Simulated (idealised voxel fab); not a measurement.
process module | voxel transistor to metal
cross-section cut | 175 nm wide | cells 5 nm
A cross-section is a grid of square cells, given in bands from the top down. A band is one or more rows of cells.
Each band's line starts with the height of the band's top and of its bottom, in nm. Then come its materials from left to right, each with its width in nm. One material with "throughout" fills the band from edge to edge. "air" is empty space.
Height 0 is the level under which the wafer as received is all one material. The lowest band goes on downwards, as in "0 down".
A width such as "30 to 40" changes by the same amount from each row of cells to the next, from the band's top row to its bottom row.
"no change" after a step means that no cell of the cross-section changed.
closed voids: empty space of 8 cells or more with no open way to the top, each as width x height at its distance from the left edge, in nm
after a step's settings: what the simulator itself notes on the step
overlay nm, on a step with a mask: how far to the right of its planned place the mask lay; to the left if negative
Each pair below shows a cross-section before one step and the cross-section after it, down to the lowest band that changed. The line under each pair gives the step between them, with its settings. The pairs can come from different runs of this module on the same starting wafer, so a pair continues from the pair above only where its "before" says so.
before
  55 to 45: air 75 | aC 25 | air 75
  45 to 35: air 75 | SiCN 25 | air 75
  35 to 30: polySi 25 | air 50 | SiCN 25 | air 45 | polySi 30
  30 to 5: polySi throughout
  5 to 0: SiO2 25 | polySi 120 | SiO2 30
  0 to -5: SiO2 throughout
  -5 to -40: SiO2 35 | Si 100 | SiO2 40
  -40 down: Si throughout
  closed voids: none
after
  55 to 45: air 75 | aC 25 | air 75
  45 to 30: air 75 | SiCN 25 | air 75
  30 to 5: air 75 | polySi 25 | air 75
  5 to 0: SiO2 25 | air 50 | polySi 25 | air 45 | SiO2 30
  below 0: unchanged
  closed voids: none
the step between: op DIRECTIONAL_ETCH | etch materials polySi | depth nm 40
before: the cross-section after the pair above
after
  45 to 30: air 75 | SiCN 25 | air 75
  below 30: unchanged
  closed voids: none
the step between: op STRIP | etch materials aC
before: the cross-section after the pair above
after
  50 to 45: air 70 | SiO2 35 | air 70
  45 to 30: air 70 | SiO2 5 | SiCN 25 | SiO2 5 | air 70
  30 to 10: air 70 | SiO2 5 | polySi 25 | SiO2 5 | air 70
  10 to 5: SiO2 30 | air 40 | SiO2 5 | polySi 25 | SiO2 5 | air 35 | SiO2 35
  5 to 0: SiO2 75 | polySi 25 | SiO2 75
  below 0: unchanged
  closed voids: none
the step between: op CONFORMAL_DEP | material SiO2 | thk nm 5
before: the cross-section after the pair above
after
  45 to 30: air 70 | SiO2 5 | SiCN 25 | SiO2 5 | air 70
  30 to 5: air 70 | SiO2 5 | polySi 25 | SiO2 5 | air 70
  5 to 0: SiO2 30 | air 40 | SiO2 5 | polySi 25 | SiO2 5 | air 35 | SiO2 35
  below 0: unchanged
  closed voids: none
the step between: op DIRECTIONAL_ETCH | etch materials SiO2 | depth nm 5
before: the cross-section after the pair above
after
  55 to 45: air 60 | SiN 55 | air 60
  45 to 30: air 60 | SiN 10 | SiO2 5 | SiCN 25 | SiO2 5 | SiN 10 | air 60
  30 to 15: air 60 | SiN 10 | SiO2 5 | polySi 25 | SiO2 5 | SiN 10 | air 60
  15 to 10: SiN 40 | air 20 | SiN 10 | SiO2 5 | polySi 25 | SiO2 5 | SiN 10 | air 15 | SiN 45
  10 to 5: SiN 70 | SiO2 5 | polySi 25 | SiO2 5 | SiN 70
  5 to 0: SiO2 30 | SiN 40 | SiO2 5 | polySi 25 | SiO2 5 | SiN 35 | SiO2 35
  below 0: unchanged
  closed voids: none
the step between: op CONFORMAL_DEP | material SiN | thk nm 10
before: the cross-section after the pair above
after
  45 to 30: air 60 | SiN 10 | SiO2 5 | SiCN 25 | SiO2 5 | SiN 10 | air 60
  30 to 5: air 60 | SiN 10 | SiO2 5 | polySi 25 | SiO2 5 | SiN 10 | air 60
  5 to 0: SiO2 30 | SiN 10 | air 20 | SiN 10 | SiO2 5 | polySi 25 | SiO2 5 | SiN 10 | air 15 | SiN 10 | SiO2 35
  below 0: unchanged
  closed voids: none
the step between: op DIRECTIONAL_ETCH | etch materials SiN | depth nm 10
before: the cross-section after the pair above
after
  45 to 40: air 60 | SiN 10 | air 5 | SiCN 25 | air 5 | SiN 10 | air 60
  40 to 30: air 60 | SiN 10 | SiO2 5 | SiCN 25 | SiO2 5 | SiN 10 | air 60
  30 to 5: air 60 | SiN 10 | SiO2 5 | polySi 25 | SiO2 5 | SiN 10 | air 60
  5 to 0: air 30 | SiN 10 | air 20 | SiN 10 | SiO2 5 | polySi 25 | SiO2 5 | SiN 10 | air 15 | SiN 10 | air 35
  0 to -5: SiO2 40 | air 20 | SiO2 55 | air 15 | SiO2 45
  below -5: unchanged
  closed voids: none
the step between: op DIRECTIONAL_ETCH | etch materials SiO2 | depth nm 5
before: the cross-section after the pair above
after
  45 to 40: air 60 | SiN 10 | air 5 | SiCN 25 | air 5 | SiN 10 | air 60
  40 to 30: air 60 | SiN 10 | SiO2 5 | SiCN 25 | SiO2 5 | SiN 10 | air 60
  30 to 5: air 60 | SiN 10 | SiO2 5 | polySi 25 | SiO2 5 | SiN 10 | air 60
  5 to 0: air 30 | SiN 10 | air 20 | SiN 10 | SiO2 5 | polySi 25 | SiO2 5 | SiN 10 | air 15 | SiN 10 | air 35
  0 to -5: SiO2 40 | air 20 | SiO2 55 | air 15 | SiO2 45
  -5 to -20: SiO2 35 | Si 5 | air 20 | Si 55 | air 15 | Si 5 | SiO2 40
  below -20: unchanged
  closed voids: none
the step between: op DIRECTIONAL_ETCH | etch materials Si | depth nm 15
before: the cross-section after the pair above
after
  45 to 40: air 60 | SiN 10 | air 5 | SiCN 25 | air 5 | SiN 10 | air 60
  40 to 30: air 60 | SiN 10 | SiO2 5 | SiCN 25 | SiO2 5 | SiN 10 | air 60
  30 to 10: air 60 | SiN 10 | SiO2 5 | polySi 25 | SiO2 5 | SiN 10 | air 60
  10 to 5: air 35 | SiGe 25 | SiN 10 | SiO2 5 | polySi 25 | SiO2 5 | SiN 10 | SiGe 20 | air 40
  5 to 0: air 30 | SiN 10 | SiGe 20 | SiN 10 | SiO2 5 | polySi 25 | SiO2 5 | SiN 10 | SiGe 15 | SiN 10 | air 35
  0 to -5: SiO2 40 | SiGe 20 | SiO2 55 | SiGe 15 | SiO2 45
  -5 to -20: SiO2 35 | Si 5 | SiGe 20 | Si 55 | SiGe 15 | Si 5 | SiO2 40
  below -20: unchanged
  closed voids: none
the step between: op EPI | material SiGe | thk nm 15
before: the cross-section after the pair above
after
  55 to 45: SiO2 throughout
  45 to 30: SiO2 60 | SiN 10 | SiO2 5 | SiCN 25 | SiO2 5 | SiN 10 | SiO2 60
  30 to 10: SiO2 60 | SiN 10 | SiO2 5 | polySi 25 | SiO2 5 | SiN 10 | SiO2 60
  10 to 5: SiO2 35 | SiGe 25 | SiN 10 | SiO2 5 | polySi 25 | SiO2 5 | SiN 10 | SiGe 20 | SiO2 40
  5 to 0: SiO2 30 | SiN 10 | SiGe 20 | SiN 10 | SiO2 5 | polySi 25 | SiO2 5 | SiN 10 | SiGe 15 | SiN 10 | SiO2 35
  below 0: unchanged
  closed voids: none
the step between: op FILL_DEP | material SiO2 | thk nm 10
before: the cross-section after the pair above
after
  45 to 30: SiO2 60 | SiN 10 | SiO2 5 | SiCN 25 | SiO2 5 | SiN 10 | SiO2 60
  below 30: unchanged
  closed voids: none
the step between: op CMP | height nm 45
before: the cross-section after the pair above
after
  55 to 45: SiO2 throughout
  below 45: unchanged
  closed voids: none
the step between: op DIRECTIONAL_DEP | material SiO2 | thk nm 10
before: the cross-section after the pair above
after
  70 to 55: aC throughout
  below 55: unchanged
  closed voids: none
the step between: op DIRECTIONAL_DEP | material aC | thk nm 15
before: the cross-section after the pair above
after
  105 to 70: resist 40 | air 30 | resist 30 | air 30 | resist 45
  below 70: unchanged
  closed voids: none
the step between: op PATTERN | tone open | mask id CONTACT | material resist | width nm 30 | pitch nm 60 | thk nm 35 | overlay nm 0
before: the cross-section after the pair above
after
  90 to 70: resist 40 | air 30 | resist 30 | air 30 | resist 45
  70 to 55: aC 40 | air 30 | aC 30 | air 30 | aC 45
  below 55: unchanged
  closed voids: none
the step between: op DIRECTIONAL_ETCH | etch materials aC | depth nm 15
before: the cross-section after the pair above
after
  70 to 55: aC 40 | air 30 | aC 30 | air 30 | aC 45
  below 55: unchanged
  closed voids: none
the step between: op STRIP | etch materials resist
before: the cross-section after the pair above
after
  70 to 55: aC 40 | air 30 | aC 30 | air 30 | aC 45
  55 to 45: SiO2 40 | air 30 | SiO2 30 | air 30 | SiO2 45
  45 to 30: SiO2 40 | air 20 | SiN 10 | SiO2 5 | SiCN 25 | air 5 | SiN 10 | air 15 | SiO2 45
  30 to 10: SiO2 40 | air 20 | SiN 10 | SiO2 5 | polySi 25 | air 5 | SiN 10 | air 15 | SiO2 45
  below 10: unchanged
  closed voids: none
the step between: op DIRECTIONAL_ETCH | etch materials SiO2 | depth nm 45
before: the cross-section after the pair above
after
  55 to 45: SiO2 40 | air 30 | SiO2 30 | air 30 | SiO2 45
  below 45: unchanged
  closed voids: none
the step between: op STRIP | etch materials aC
before: the cross-section after the pair above
after
  60 to 55: TiN 45 | air 20 | TiN 40 | air 20 | TiN 50
  55 to 45: SiO2 40 | TiN 5 | air 20 to 10 | TiN 5 to 15 | SiO2 30 | TiN 5 to 20 | air 20 to 5 | TiN 5 | SiO2 45
  45 to 30: SiO2 40 | TiN 5 | air 10 | TiN 5 | SiN 10 | SiO2 5 | SiCN 25 | TiN 5 | SiN 10 | TiN 5 | air 5 | TiN 5 | SiO2 45
  30 to 15: SiO2 40 | TiN 5 | air 10 | TiN 5 | SiN 10 | SiO2 5 | polySi 25 | TiN 5 | SiN 10 | TiN 5 | air 5 | TiN 5 | SiO2 45
  15 to 10: SiO2 40 | TiN 20 | SiN 10 | SiO2 5 | polySi 25 | TiN 5 | SiN 10 | TiN 15 | SiO2 45
  below 10: unchanged
  closed voids: none
the step between: op CONFORMAL_DEP | material TiN | thk nm 5
before: the cross-section after the pair above
after
  65 to 60: W throughout
  60 to 55: TiN 45 | W 20 | TiN 40 | W 20 | TiN 50
  55 to 45: SiO2 40 | TiN 5 | W 20 to 10 | TiN 5 to 15 | SiO2 30 | TiN 5 to 20 | W 20 to 5 | TiN 5 | SiO2 45
  45 to 30: SiO2 40 | TiN 5 | W 10 | TiN 5 | SiN 10 | SiO2 5 | SiCN 25 | TiN 5 | SiN 10 | TiN 5 | W 5 | TiN 5 | SiO2 45
  30 to 15: SiO2 40 | TiN 5 | W 10 | TiN 5 | SiN 10 | SiO2 5 | polySi 25 | TiN 5 | SiN 10 | TiN 5 | W 5 | TiN 5 | SiO2 45
  below 15: unchanged
  closed voids: none
the step between: op FILL_DEP | material W | thk nm 5
before: the cross-section after the pair above
after
  55 to 45: SiO2 40 | TiN 5 | W 20 to 10 | TiN 5 to 15 | SiO2 30 | TiN 5 to 20 | W 20 to 5 | TiN 5 | SiO2 45
  below 45: unchanged
  closed voids: none
the step between: op CMP | height nm 55
before: the cross-section after the pair above
after
  60 to 55: TiN throughout
  below 55: unchanged
  closed voids: none
the step between: op DIRECTIONAL_DEP | material TiN | thk nm 5
before: the cross-section after the pair above
after
  85 to 60: W throughout
  below 60: unchanged
  closed voids: none
the step between: op DIRECTIONAL_DEP | material W | thk nm 25
before: the cross-section after the pair above
after
  100 to 85: air 40 | resist 20 | air 50 | resist 20 | air 45
  below 85: unchanged
  closed voids: none
the step between: op PATTERN | tone cover | mask id METAL_1 | material resist | width nm 20 | pitch nm 70 | thk nm 15 | overlay nm 0
before: the cross-section after the pair above
after
  100 to 85: air 40 | resist 20 | air 50 | resist 20 | air 45
  85 to 60: air 40 | W 20 | air 50 | W 20 | air 45
  below 60: unchanged
  closed voids: none
the step between: op DIRECTIONAL_ETCH | etch materials W | depth nm 25
before: the cross-section after the pair above
after
  100 to 85: air 40 | resist 20 | air 50 | resist 20 | air 45
  85 to 60: air 40 | W 20 | air 50 | W 20 | air 45
  60 to 55: air 40 | TiN 20 | air 50 | TiN 20 | air 45
  below 55: unchanged
  closed voids: none
the step between: op DIRECTIONAL_ETCH | etch materials TiN | depth nm 5
before: the cross-section after the pair above
after
  85 to 60: air 40 | W 20 | air 50 | W 20 | air 45
  below 60: unchanged
  closed voids: none
the step between: op STRIP | etch materials resist
before: the cross-section after the pair above
after
  90 to 85: air 35 | SiN 30 | air 40 | SiN 30 | air 40
  85 to 60: air 35 | SiN 5 | W 20 | SiN 5 | air 40 | SiN 5 | W 20 | SiN 5 | air 40
  60 to 55: SiN 40 | TiN 20 | SiN 50 | TiN 20 | SiN 45
  below 55: unchanged
  closed voids: none
the step between: op CONFORMAL_DEP | material SiN | thk nm 5
before: the cross-section after the pair above
after
  95 to 90: lowk throughout
  90 to 85: lowk 35 | SiN 30 | lowk 40 | SiN 30 | lowk 40
  85 to 60: lowk 35 | SiN 5 | W 20 | SiN 5 | lowk 40 | SiN 5 | W 20 | SiN 5 | lowk 40
  below 60: unchanged
  closed voids: none
the step between: op FILL_DEP | material lowk | thk nm 5
before: the cross-section after the pair above
after
  85 to 60: lowk 35 | SiN 5 | W 20 | SiN 5 | lowk 40 | SiN 5 | W 20 | SiN 5 | lowk 40
  below 60: unchanged
  closed voids: none
the step between: op CMP | height nm 85
before: the cross-section after the pair above
after
  90 to 85: SiCN throughout
  below 85: unchanged
  closed voids: none
the step between: op CONFORMAL_DEP | material SiCN | thk nm 5
before: the cross-section after the pair above
after
  125 to 90: lowk throughout
  below 90: unchanged
  closed voids: none
the step between: op DIRECTIONAL_DEP | material lowk | thk nm 35
before: the cross-section after the pair above
after
  125 to 105: lowk 40 | air 20 | lowk 50 | air 20 | lowk 45
  below 105: unchanged
  closed voids: none
the step between: op MASKED_ETCH | tone open | mask id METAL_2 | width nm 20 | pitch nm 70 | etch materials lowk | depth nm 20 | overlay nm 0
before: the cross-section after the pair above
after
  140 to 125: aC 40 | air 20 | aC 50 | air 20 | aC 45
  125 to 120: lowk 40 | air 20 | lowk 50 | air 20 | lowk 45
  120 to 105: lowk 40 | aC 20 | lowk 50 | aC 20 | lowk 45
  below 105: unchanged
  closed voids: none
the step between: op DIRECTIONAL_DEP | material aC | thk nm 15
before: the cross-section after the pair above
after
  175 to 140: resist 40 | air 15 | resist 55 | air 15 | resist 50
  140 to 125: aC 40 | air 15 | resist 5 | aC 50 | air 15 | resist 5 | aC 45
  125 to 120: lowk 40 | air 15 | resist 5 | lowk 50 | air 15 | resist 5 | lowk 45
  below 120: unchanged
  closed voids: none
the step between: op PATTERN | tone open | mask id METAL_2_HOLES | material resist | width nm 15 | pitch nm 70 | thk nm 35 | overlay nm 0
before: the cross-section after the pair above
after
  160 to 140: resist 40 | air 15 | resist 55 | air 15 | resist 50
  140 to 125: aC 40 | air 15 | resist 5 | aC 50 | air 15 | resist 5 | aC 45
  125 to 120: lowk 40 | air 15 | resist 5 | lowk 50 | air 15 | resist 5 | lowk 45
  120 to 105: lowk 40 | air 15 | aC 5 | lowk 50 | air 15 | aC 5 | lowk 45
  below 105: unchanged
  closed voids: none
the step between: op DIRECTIONAL_ETCH | etch materials aC | depth nm 15
before: the cross-section after the pair above
after
  140 to 125: aC 40 | air 20 | aC 50 | air 20 | aC 45
  125 to 120: lowk 40 | air 20 | lowk 50 | air 20 | lowk 45
  below 120: unchanged
  closed voids: none
the step between: op STRIP | etch materials resist
before: the cross-section after the pair above
after
  140 to 125: aC 40 | air 20 | aC 50 | air 20 | aC 45
  125 to 120: lowk 40 | air 20 | lowk 50 | air 20 | lowk 45
  120 to 105: lowk 40 | air 15 | aC 5 | lowk 50 | air 15 | aC 5 | lowk 45
  105 to 90: lowk 40 | air 15 | lowk 55 | air 15 | lowk 50
  below 90: unchanged
  closed voids: none
the step between: op DIRECTIONAL_ETCH | etch materials lowk | depth nm 15
before: the cross-section after the pair above
after
  140 to 125: aC 40 | air 20 | aC 50 | air 20 | aC 45
  125 to 120: lowk 40 | air 20 | lowk 50 | air 20 | lowk 45
  120 to 105: lowk 40 | air 15 | aC 5 | lowk 50 | air 15 | aC 5 | lowk 45
  105 to 90: lowk 40 | air 15 | lowk 55 | air 15 | lowk 50
  90 to 85: SiCN 40 | air 15 | SiCN 55 | air 15 | SiCN 50
  below 85: unchanged
  closed voids: none
the step between: op DIRECTIONAL_ETCH | etch materials SiCN | depth nm 5
before: the cross-section after the pair above
after
  125 to 105: lowk 40 | air 20 | lowk 50 | air 20 | lowk 45
  below 105: unchanged
  closed voids: none
the step between: op STRIP | etch materials aC
before: the cross-section after the pair above
after
  130 to 125: TiN 45 | air 10 | TiN 60 | air 10 | TiN 50
  125 to 110: lowk 40 | TiN 5 | air 10 | TiN 5 | lowk 50 | TiN 5 | air 10 | TiN 5 | lowk 45
  110 to 105: lowk 40 | TiN 5 | air 5 | TiN 10 | lowk 50 | TiN 5 | air 5 | TiN 10 | lowk 45
  105 to 90: lowk 40 | TiN 5 | air 5 | TiN 5 | lowk 55 | TiN 5 | air 5 | TiN 5 | lowk 50
  90 to 85: SiCN 40 | TiN 15 | SiCN 55 | TiN 15 | SiCN 50
  below 85: unchanged
  closed voids: none
the step between: op CONFORMAL_DEP | material TiN | thk nm 5
before: the cross-section after the pair above
after
  135 to 130: Ru throughout
  130 to 125: TiN 45 | Ru 10 | TiN 60 | Ru 10 | TiN 50
  125 to 110: lowk 40 | TiN 5 | Ru 10 | TiN 5 | lowk 50 | TiN 5 | Ru 10 | TiN 5 | lowk 45
  110 to 105: lowk 40 | TiN 5 | Ru 5 | TiN 10 | lowk 50 | TiN 5 | Ru 5 | TiN 10 | lowk 45
  105 to 90: lowk 40 | TiN 5 | Ru 5 | TiN 5 | lowk 55 | TiN 5 | Ru 5 | TiN 5 | lowk 50
  below 90: unchanged
  closed voids: none
the step between: op FILL_DEP | material Ru | thk nm 5
before: the cross-section after the pair above
after
  125 to 110: lowk 40 | TiN 5 | Ru 10 | TiN 5 | lowk 50 | TiN 5 | Ru 10 | TiN 5 | lowk 45
  below 110: unchanged
  closed voids: none
the step between: op CMP | height nm 125
before: the cross-section after the pair above
after
  130 to 125: SiN throughout
  below 125: unchanged
  closed voids: none
the step between: op CONFORMAL_DEP | material SiN | thk nm 5
before
  125 to 90: lowk throughout
  90 to 85: SiCN throughout
  85 to 60: lowk 35 | SiN 5 | W 20 | SiN 5 | lowk 40 | SiN 5 | W 20 | SiN 5 | lowk 40
  60 to 55: SiN 40 | TiN 20 | SiN 50 | TiN 20 | SiN 45
  55 to 45: SiO2 40 | TiN 5 | W 20 to 10 | TiN 5 to 15 | SiO2 30 | TiN 5 to 15 | W 20 to 10 | TiN 5 | SiO2 45
  45 to 30: SiO2 40 | TiN 5 | W 10 | TiN 5 | SiN 10 | SiO2 5 | SiCN 20 | SiO2 5 | SiN 10 | TiN 5 | W 10 | TiN 5 | SiO2 45
  30 to 15: SiO2 40 | TiN 5 | W 10 | TiN 5 | SiN 10 | SiO2 5 | polySi 20 | SiO2 5 | SiN 10 | TiN 5 | W 10 | TiN 5 | SiO2 45
  15 to 10: SiO2 40 | TiN 20 | SiN 10 | SiO2 5 | polySi 20 | SiO2 5 | SiN 10 | TiN 20 | SiO2 45
  10 to 5: SiO2 35 | SiGe 25 | SiN 10 | SiO2 5 | polySi 20 | SiO2 5 | SiN 10 | SiGe 25 | SiO2 40
  5 to 0: SiO2 30 | SiN 10 | SiGe 20 | SiN 10 | SiO2 5 | polySi 20 | SiO2 5 | SiN 10 | SiGe 20 | SiN 10 | SiO2 35
  0 to -5: SiO2 40 | SiGe 20 | SiO2 50 | SiGe 20 | SiO2 45
  -5 to -20: SiO2 35 | Si 5 | SiGe 20 | Si 50 | SiGe 20 | Si 5 | SiO2 40
  -20 to -40: SiO2 35 | Si 100 | SiO2 40
  -40 down: Si throughout
  closed voids: none
after
  125 to 105: lowk 45 | air 20 | lowk 50 | air 20 | lowk 40
  below 105: unchanged
  closed voids: none
the step between: op MASKED_ETCH | tone open | mask id METAL_2 | width nm 20 | pitch nm 70 | etch materials lowk | depth nm 20 | overlay nm 5
before: the cross-section after the pair above
after
  140 to 125: aC 45 | air 20 | aC 50 | air 20 | aC 40
  125 to 120: lowk 45 | air 20 | lowk 50 | air 20 | lowk 40
  120 to 105: lowk 45 | aC 20 | lowk 50 | aC 20 | lowk 40
  below 105: unchanged
  closed voids: none
the step between: op DIRECTIONAL_DEP | material aC | thk nm 15
before: the cross-section after the pair above
after
  175 to 140: resist 40 | air 15 | resist 55 | air 15 | resist 50
  140 to 125: aC 45 | air 10 | resist 10 | aC 50 | air 10 | resist 10 | aC 40
  125 to 120: lowk 45 | air 10 | resist 10 | lowk 50 | air 10 | resist 10 | lowk 40
  below 120: unchanged
  closed voids: none
the step between: op PATTERN | tone open | mask id METAL_2_HOLES | material resist | width nm 15 | pitch nm 70 | thk nm 35 | overlay nm 0
before: the cross-section after the pair above
after
  160 to 140: resist 40 | air 15 | resist 55 | air 15 | resist 50
  140 to 125: aC 40 | air 15 | resist 10 | aC 45 | air 15 | resist 10 | aC 40
  125 to 120: lowk 45 | air 10 | resist 10 | lowk 50 | air 10 | resist 10 | lowk 40
  120 to 105: lowk 45 | air 10 | aC 10 | lowk 50 | air 10 | aC 10 | lowk 40
  below 105: unchanged
  closed voids: none
the step between: op DIRECTIONAL_ETCH | etch materials aC | depth nm 15
before: the cross-section after the pair above
after
  140 to 125: aC 40 | air 25 | aC 45 | air 25 | aC 40
  125 to 120: lowk 45 | air 20 | lowk 50 | air 20 | lowk 40
  below 120: unchanged
  closed voids: none
the step between: op STRIP | etch materials resist
before: the cross-section after the pair above
after
  140 to 125: aC 40 | air 25 | aC 45 | air 25 | aC 40
  125 to 120: lowk 40 | air 25 | lowk 45 | air 25 | lowk 40
  120 to 110: lowk 40 | air 15 | aC 10 | lowk 45 | air 15 | aC 10 | lowk 40
  110 to 105: lowk 45 | air 10 | aC 10 | lowk 50 | air 10 | aC 10 | lowk 40
  105 to 90: lowk 45 | air 10 | lowk 60 | air 10 | lowk 50
  below 90: unchanged
  closed voids: none
the step between: op DIRECTIONAL_ETCH | etch materials lowk | depth nm 15
before: the cross-section after the pair above
after
  140 to 125: aC 40 | air 25 | aC 45 | air 25 | aC 40
  125 to 120: lowk 40 | air 25 | lowk 45 | air 25 | lowk 40
  120 to 110: lowk 40 | air 15 | aC 10 | lowk 45 | air 15 | aC 10 | lowk 40
  110 to 105: lowk 45 | air 10 | aC 10 | lowk 50 | air 10 | aC 10 | lowk 40
  105 to 90: lowk 45 | air 10 | lowk 60 | air 10 | lowk 50
  90 to 85: SiCN 45 | air 10 | SiCN 60 | air 10 | SiCN 50
  below 85: unchanged
  closed voids: none
the step between: op DIRECTIONAL_ETCH | etch materials SiCN | depth nm 5
before: the cross-section after the pair above
after
  125 to 110: lowk 40 | air 25 | lowk 45 | air 25 | lowk 40
  110 to 105: lowk 45 | air 20 | lowk 50 | air 20 | lowk 40
  below 105: unchanged
  closed voids: none
the step between: op STRIP | etch materials aC
before: the cross-section after the pair above
after
  130 to 125: TiN 45 | air 15 | TiN 55 | air 15 | TiN 45
  125 to 115: lowk 40 | TiN 5 | air 15 | TiN 5 | lowk 45 | TiN 5 | air 15 | TiN 5 | lowk 40
  115 to 110: lowk 40 | TiN 10 | air 10 | TiN 5 | lowk 45 | TiN 10 | air 10 | TiN 5 | lowk 40
  110 to 105: lowk 45 | TiN 20 | lowk 50 | TiN 20 | lowk 40
  105 to 90: lowk 45 | TiN 10 | lowk 60 | TiN 10 | lowk 50
  90 to 85: SiCN 45 | TiN 10 | SiCN 60 | TiN 10 | SiCN 50
  below 85: unchanged
  closed voids: none
the step between: op CONFORMAL_DEP | material TiN | thk nm 5
before: the cross-section after the pair above
after
  135 to 130: Ru throughout
  130 to 125: TiN 45 | Ru 15 | TiN 55 | Ru 15 | TiN 45
  125 to 115: lowk 40 | TiN 5 | Ru 15 | TiN 5 | lowk 45 | TiN 5 | Ru 15 | TiN 5 | lowk 40
  115 to 110: lowk 40 | TiN 10 | Ru 10 | TiN 5 | lowk 45 | TiN 10 | Ru 10 | TiN 5 | lowk 40
  below 110: unchanged
  closed voids: none
the step between: op FILL_DEP | material Ru | thk nm 5
before: the cross-section after the pair above
after
  125 to 115: lowk 40 | TiN 5 | Ru 15 | TiN 5 | lowk 45 | TiN 5 | Ru 15 | TiN 5 | lowk 40
  below 115: unchanged
  closed voids: none
the step between: op CMP | height nm 125
before: the cross-section after the pair above
after
  130 to 125: SiN throughout
  below 125: unchanged
  closed voids: none
the step between: op CONFORMAL_DEP | material SiN | thk nm 5
before
  45 to 30: air 60 | SiN 10 | SiO2 5 | SiCN 20 | SiO2 5 | SiN 10 | air 65
  30 to 5: air 60 | SiN 10 | SiO2 5 | polySi 20 | SiO2 5 | SiN 10 | air 65
  5 to 0: SiO2 30 | SiN 10 | air 20 | SiN 10 | SiO2 5 | polySi 20 | SiO2 5 | SiN 10 | air 20 | SiN 10 | SiO2 35
  0 to -5: SiO2 throughout
  -5 to -40: SiO2 35 | Si 100 | SiO2 40
  -40 down: Si throughout
  closed voids: none
after
  45 to 40: air 60 | SiN 10 | SiO2 5 | air 20 | SiO2 5 | SiN 10 | air 65
  below 40: unchanged
  closed voids: none
the step between: op DIRECTIONAL_ETCH | etch materials SiCN | depth nm 5
before: the cross-section after the pair above
after
  55 to 45: SiO2 throughout
  45 to 40: SiO2 60 | SiN 10 | SiO2 30 | SiN 10 | SiO2 65
  40 to 30: SiO2 60 | SiN 10 | SiO2 5 | SiCN 20 | SiO2 5 | SiN 10 | SiO2 65
  30 to 5: SiO2 60 | SiN 10 | SiO2 5 | polySi 20 | SiO2 5 | SiN 10 | SiO2 65
  5 to 0: SiO2 30 | SiN 10 | SiO2 20 | SiN 10 | SiO2 5 | polySi 20 | SiO2 5 | SiN 10 | SiO2 20 | SiN 10 | SiO2 35
  below 0: unchanged
  closed voids: none
the step between: op FILL_DEP | material SiO2 | thk nm 10
before: the cross-section after the pair above
after
  45 to 40: SiO2 60 | SiN 10 | SiO2 30 | SiN 10 | SiO2 65
  below 40: unchanged
  closed voids: none
the step between: op CMP | height nm 45
before: the cross-section after the pair above
after
  55 to 45: SiO2 throughout
  below 45: unchanged
  closed voids: none
the step between: op DIRECTIONAL_DEP | material SiO2 | thk nm 10
before: the cross-section after the pair above
after
  70 to 55: aC throughout
  below 55: unchanged
  closed voids: none
the step between: op DIRECTIONAL_DEP | material aC | thk nm 15
before: the cross-section after the pair above
after
  105 to 70: resist 40 | air 30 | resist 30 | air 30 | resist 45
  below 70: unchanged
  closed voids: none
the step between: op PATTERN | tone open | mask id CONTACT | material resist | width nm 30 | pitch nm 60 | thk nm 35 | overlay nm 0
before: the cross-section after the pair above
after
  90 to 70: resist 40 | air 30 | resist 30 | air 30 | resist 45
  70 to 55: aC 40 | air 30 | aC 30 | air 30 | aC 45
  below 55: unchanged
  closed voids: none
the step between: op DIRECTIONAL_ETCH | etch materials aC | depth nm 15
before: the cross-section after the pair above
after
  70 to 55: aC 40 | air 30 | aC 30 | air 30 | aC 45
  below 55: unchanged
  closed voids: none
the step between: op STRIP | etch materials resist
before: the cross-section after the pair above
after
  70 to 55: aC 40 | air 30 | aC 30 | air 30 | aC 45
  55 to 45: SiO2 40 | air 30 | SiO2 30 | air 30 | SiO2 45
  45 to 40: SiO2 40 | air 20 | SiN 10 | SiO2 30 | SiN 10 | air 20 | SiO2 45
  40 to 30: SiO2 40 | air 20 | SiN 10 | SiO2 5 | SiCN 20 | SiO2 5 | SiN 10 | air 20 | SiO2 45
  30 to 10: SiO2 40 | air 20 | SiN 10 | SiO2 5 | polySi 20 | SiO2 5 | SiN 10 | air 20 | SiO2 45
  below 10: unchanged
  closed voids: none
the step between: op DIRECTIONAL_ETCH | etch materials SiO2 | depth nm 45
before: the cross-section after the pair above
after
  55 to 45: SiO2 40 | air 30 | SiO2 30 | air 30 | SiO2 45
  below 45: unchanged
  closed voids: none
the step between: op STRIP | etch materials aC
before: the cross-section after the pair above
after
  60 to 55: TiN 45 | air 20 | TiN 40 | air 20 | TiN 50
  55 to 45: SiO2 40 | TiN 5 | air 20 to 10 | TiN 5 to 15 | SiO2 30 | TiN 5 to 15 | air 20 to 10 | TiN 5 | SiO2 45
  45 to 40: SiO2 40 | TiN 5 | air 10 | TiN 5 | SiN 10 | SiO2 30 | SiN 10 | TiN 5 | air 10 | TiN 5 | SiO2 45
  40 to 30: SiO2 40 | TiN 5 | air 10 | TiN 5 | SiN 10 | SiO2 5 | SiCN 20 | SiO2 5 | SiN 10 | TiN 5 | air 10 | TiN 5 | SiO2 45
  30 to 15: SiO2 40 | TiN 5 | air 10 | TiN 5 | SiN 10 | SiO2 5 | polySi 20 | SiO2 5 | SiN 10 | TiN 5 | air 10 | TiN 5 | SiO2 45
  15 to 10: SiO2 40 | TiN 20 | SiN 10 | SiO2 5 | polySi 20 | SiO2 5 | SiN 10 | TiN 20 | SiO2 45
  below 10: unchanged
  closed voids: none
the step between: op CONFORMAL_DEP | material TiN | thk nm 5
before: the cross-section after the pair above
after
  65 to 60: W throughout
  60 to 55: TiN 45 | W 20 | TiN 40 | W 20 | TiN 50
  55 to 45: SiO2 40 | TiN 5 | W 20 to 10 | TiN 5 to 15 | SiO2 30 | TiN 5 to 15 | W 20 to 10 | TiN 5 | SiO2 45
  45 to 40: SiO2 40 | TiN 5 | W 10 | TiN 5 | SiN 10 | SiO2 30 | SiN 10 | TiN 5 | W 10 | TiN 5 | SiO2 45
  40 to 30: SiO2 40 | TiN 5 | W 10 | TiN 5 | SiN 10 | SiO2 5 | SiCN 20 | SiO2 5 | SiN 10 | TiN 5 | W 10 | TiN 5 | SiO2 45
  30 to 15: SiO2 40 | TiN 5 | W 10 | TiN 5 | SiN 10 | SiO2 5 | polySi 20 | SiO2 5 | SiN 10 | TiN 5 | W 10 | TiN 5 | SiO2 45
  below 15: unchanged
  closed voids: none
the step between: op FILL_DEP | material W | thk nm 5
before: the cross-section after the pair above
after
  55 to 45: SiO2 40 | TiN 5 | W 20 to 10 | TiN 5 to 15 | SiO2 30 | TiN 5 to 15 | W 20 to 10 | TiN 5 | SiO2 45
  below 45: unchanged
  closed voids: none
the step between: op CMP | height nm 55
before: the cross-section after the pair above
after
  60 to 55: TiN throughout
  below 55: unchanged
  closed voids: none
the step between: op DIRECTIONAL_DEP | material TiN | thk nm 5
before: the cross-section after the pair above
after
  85 to 60: W throughout
  below 60: unchanged
  closed voids: none
the step between: op DIRECTIONAL_DEP | material W | thk nm 25
